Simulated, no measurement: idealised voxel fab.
voxel air gaps: a process module
The cross-section on display is named cut; it measures 295 nm wide, and its cells are 5 nm squares.
Cross-section = grid of square cells, listed top down in bands; band = one or more rows. Look at the band entry: it leads with the top's height and the bottom's height in nm. Then it lists the materials left to right, with a width in nm for each. The word "all across" on a single material says that material fills the band edge to edge. The word "empty" is empty space. Height 0 is the level under which the wafer as received is all one material. The lowest band goes on downwards, as in "top 0, no bottom". It should be noted that a width expressed as "30..40" varies in equal increments from row to row of cells within the band, taking the value of the first number at the top row and that of the second number at the bottom row. Basically "nothing got changed" means that step didn't change any cell in the cross-section. "Enclosed void entries" specifies each empty space that is not open to the top and that occupies no fewer than 8 cells, using the form width x height at distance, the distance measured from the left edge and all three quantities in nm. Note: text after step settings on the step line = simulator remark on that step. "overlay nm" on a masked step: distance the mask lay right of its planned place, negative for left.
## Below is the list of planned process steps
1 RECEIVE,material Si
2 CONFORMAL_DEP,material SiO2,thk nm 15
3 CONFORMAL_DEP,material SiCN,thk nm 5
4 DIRECTIONAL_DEP,material SiO2,thk nm 40
5 DIRECTIONAL_DEP,material aC,thk nm 10
6 PATTERN,tone open,mask id LINES,material resist,width nm 15,pitch nm 45,thk nm 30,overlay nm 0
7 DIRECTIONAL_ETCH,etch materials aC,depth nm 10
8 STRIP,etch materials resist
9 DIRECTIONAL_ETCH,etch materials SiO2,depth nm 40
10 STRIP,etch materials aC
11 CONFORMAL_DEP,material TiN,thk nm 5
12 FILL_DEP,material W,thk nm 5
13 CMP,height nm 60
14 EPI,material Ru,thk nm 10
15 SELECTIVE_ETCH,etch materials SiO2,depth nm 50
16 CONFORMAL_DEP,material SiCN,thk nm 5
## As received (post step 1): cross-section
> top 0, no bottom  Si all across
> Enclosed void entries: none
## Cross-section, first of two wafers, end of module, run as planned
> top 75, bottom 70  80 nm empty  135 nm SiCN  80 nm empty
> top 70, bottom 60  80 nm empty  5 nm SiCN  35 nm Ru  10 nm SiCN  35 nm Ru  10 nm SiCN  35 nm Ru  5 nm SiCN  80 nm empty
> top 60, bottom 55  80 nm empty  15 nm SiCN  5 nm TiN  5 nm W  5 nm TiN  30 nm SiCN  5 nm TiN  5 nm W  5 nm TiN  30 nm SiCN  5 nm TiN  5 nm W  5 nm TiN  15 nm SiCN  80 nm empty
> top 55, bottom 25  90 nm empty  5 nm SiCN  5 nm TiN  5 nm W  5 nm TiN  5 nm SiCN  20 nm empty  5 nm SiCN  5 nm TiN  5 nm W  5 nm TiN  5 nm SiCN  20 nm empty  5 nm SiCN  5 nm TiN  5 nm W  5 nm TiN  5 nm SiCN  90 nm empty
> top 25, bottom 20  95 nm SiCN  15 nm TiN  30 nm SiCN  15 nm TiN  30 nm SiCN  15 nm TiN  95 nm SiCN
> top 20, bottom 15  SiCN all across
> top 15, bottom 0  SiO2 all across
> top 0, no bottom  Si all across
> Enclosed void entries: 20 x 30 at 115; 20 x 30 at 160
## Wafer two cross-section, module end. Start and plan unchanged from wafer one; one mistake made during the run
> top 75, bottom 70  80 nm empty  135 nm SiCN  80 nm empty
> top 70, bottom 60  80 nm empty  5 nm SiCN  35 nm Ru  10 nm SiCN  35 nm Ru  10 nm SiCN  35 nm Ru  5 nm SiCN  80 nm empty
> top 60, bottom 25  80 nm empty  5 nm SiCN  10 nm Ru  5 nm TiN  5 nm W  5 nm TiN  10 nm Ru  10 nm SiCN  10 nm Ru  5 nm TiN  5 nm W  5 nm TiN  10 nm Ru  10 nm SiCN  10 nm Ru  5 nm TiN  5 nm W  5 nm TiN  10 nm Ru  5 nm SiCN  80 nm empty
> top 25, bottom 20  85 nm SiCN  10 nm Ru  15 nm TiN  10 nm Ru  10 nm SiCN  10 nm Ru  15 nm TiN  10 nm Ru  10 nm SiCN  10 nm Ru  15 nm TiN  10 nm Ru  85 nm SiCN
> top 20, bottom 15  SiCN all across
> top 15, bottom 0  SiO2 all across
> top 0, no bottom  Si all across
> Enclosed void entries: none
Which mistake was made when the wafer was run? sequence error: steps 14 and 15 interchanged
Wrapping up, a cell-based count of both wafers puts the second over or under the first for these materials: Ru +96; SiCN -24
closed voids at the end (first wafer, second wafer): 2, 0
